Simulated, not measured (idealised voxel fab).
The process module that follows is named voxel gate over fins.
The figure presents cross-section cut, which has a width of 160 nm and is divided into square cells with an edge length of 5 nm.
Think of the cross-section as a grid of square cells. We describe it in bands, top to bottom, and each band covers one or more rows of those cells.
Top, bottom (nm), then materials left to right with widths (nm); lone material tagged "everywhere" fills the whole band edge to edge; "empty" = empty space.
The reference from which all heights are counted is 0, the level beneath which the as-received wafer is entirely one material; the lowest band, having no lower bound, proceeds downward and is written after the example "from 0 down".
Graded width ("30->40"): value in top row of band = first number; value in bottom row = second number; row-to-row change constant.
Take "remained the same" at face value: in the step it is given for, the cross-section changed in none of its cells.
In "Closed internal voids" the enclosed voids are listed, meaning empty spaces of 8 cells or larger without any opening to the top. The form is width x height at distance, distance from the left edge, units nm.
If you see something after the settings on a step's line, that's the simulator's own remark about that step.
"overlay nm" answers the question of how far to the right of plan the mask lay on a step that has a mask, and when it is negative the answer is to the left.

STEPS IN THE PROCESS PLAN
1,RECEIVE with material Si
2,CONFORMAL_DEP with material SiN, thk nm 5
3,DIRECTIONAL_DEP with material aC, thk nm 10
4,PATTERN with tone cover, mask id FINS, material resist, width nm 15, pitch nm 35, thk nm 30, overlay nm 0
5,DIRECTIONAL_ETCH with etch materials aC, depth nm 10
6,STRIP with etch materials resist
7,DIRECTIONAL_ETCH with etch materials SiN, depth nm 5
8,DIRECTIONAL_ETCH with etch materials Si, depth nm 30
9,STRIP with etch materials aC
10,OXIDIZE with depth nm 5
11,FILL_DEP with material SiO2, thk nm 10
12,CMP with height nm 5
13,SELECTIVE_ETCH with etch materials SiO2, depth nm 15
14,STRIP with etch materials SiN
15,CONFORMAL_DEP with material HfO2, thk nm 5
16,CONFORMAL_DEP with material TiN, thk nm 5
17,CONFORMAL_DEP with material TiAl, thk nm 5
18,CONFORMAL_DEP with material TiN, thk nm 5
19,FILL_DEP with material W, thk nm 10
20,CMP with height nm 25
21,CONFORMAL_DEP with material SiCN, thk nm 5

CROSS-SECTION OF THE WAFER AS IT CAME TO US, I.E., ALREADY THROUGH STEP 1
from 0 down | Si everywhere
Closed internal voids: none

CROSS-SECTION: FIRST OF TWO WAFERS, MODULE FINISHED, RUN ACCORDING TO PLAN
from 30 to 25 | SiCN everywhere
from 25 to 20 | W everywhere
from 20 to 15 | 40 nm W, then 80 nm TiN, then 40 nm W
from 15 to 10 | 40 nm W, then 5 nm TiN, then 70 nm TiAl, then 5 nm TiN, then 40 nm W
from 10 to 5 | 45 nm TiN, then 5 nm TiAl, then 25 nm TiN, then 10 nm TiAl, then 25 nm TiN, then 5 nm TiAl, then 45 nm TiN
from 5 to 0 | 50 nm TiAl, then 5 nm TiN, then 15 nm HfO2, then 5 nm TiN, then 10 nm TiAl, then 5 nm TiN, then 15 nm HfO2, then 5 nm TiN, then 50 nm TiAl
from 0 to -5 | 55 nm TiN, then 5 nm HfO2, then 5 nm Si, then 5 nm HfO2, then 20 nm TiN, then 5 nm HfO2, then 5 nm Si, then 5 nm HfO2, then 55 nm TiN
from -5 to -10 | 60 nm HfO2, then 5 nm Si, then 30 nm HfO2, then 5 nm Si, then 60 nm HfO2
from -10 to -35 | 60 nm SiO2, then 5 nm Si, then 30 nm SiO2, then 5 nm Si, then 60 nm SiO2
from -35 down | Si everywhere
Closed internal voids: none

SECOND OF TWO WAFERS, MODULE COMPLETE, SECTIONED: IT SHARES THE FIRST WAFER'S START AND PLAN BUT WAS RUN WITH ONE MISTAKE
from 30 to 25 | SiCN everywhere
from 25 to 20 | W everywhere
from 20 to 15 | 30 nm W, then 80 nm TiN, then 50 nm W
from 15 to 10 | 30 nm W, then 5 nm TiN, then 70 nm TiAl, then 5 nm TiN, then 50 nm W
from 10 to 5 | 35 nm TiN, then 5 nm TiAl, then 25 nm TiN, then 10 nm TiAl, then 25 nm TiN, then 5 nm TiAl, then 55 nm TiN
from 5 to 0 | 40 nm TiAl, then 5 nm TiN, then 15 nm HfO2, then 5 nm TiN, then 10 nm TiAl, then 5 nm TiN, then 15 nm HfO2, then 5 nm TiN, then 60 nm TiAl
from 0 to -5 | 45 nm TiN, then 5 nm HfO2, then 5 nm Si, then 5 nm HfO2, then 20 nm TiN, then 5 nm HfO2, then 5 nm Si, then 5 nm HfO2, then 65 nm TiN
from -5 to -10 | 50 nm HfO2, then 5 nm Si, then 30 nm HfO2, then 5 nm Si, then 70 nm HfO2
from -10 to -35 | 50 nm SiO2, then 5 nm Si, then 30 nm SiO2, then 5 nm Si, then 70 nm SiO2
from -35 down | Si everywhere
Closed internal voids: none
What was the processing mistake? step 4 ran as: PATTERN with tone cover, mask id FINS, material resist, width nm 15, pitch nm 35, thk nm 30, overlay nm -10
So at the finish, the second wafer's got exactly as many cells of each material as the first, just not in the same spots.
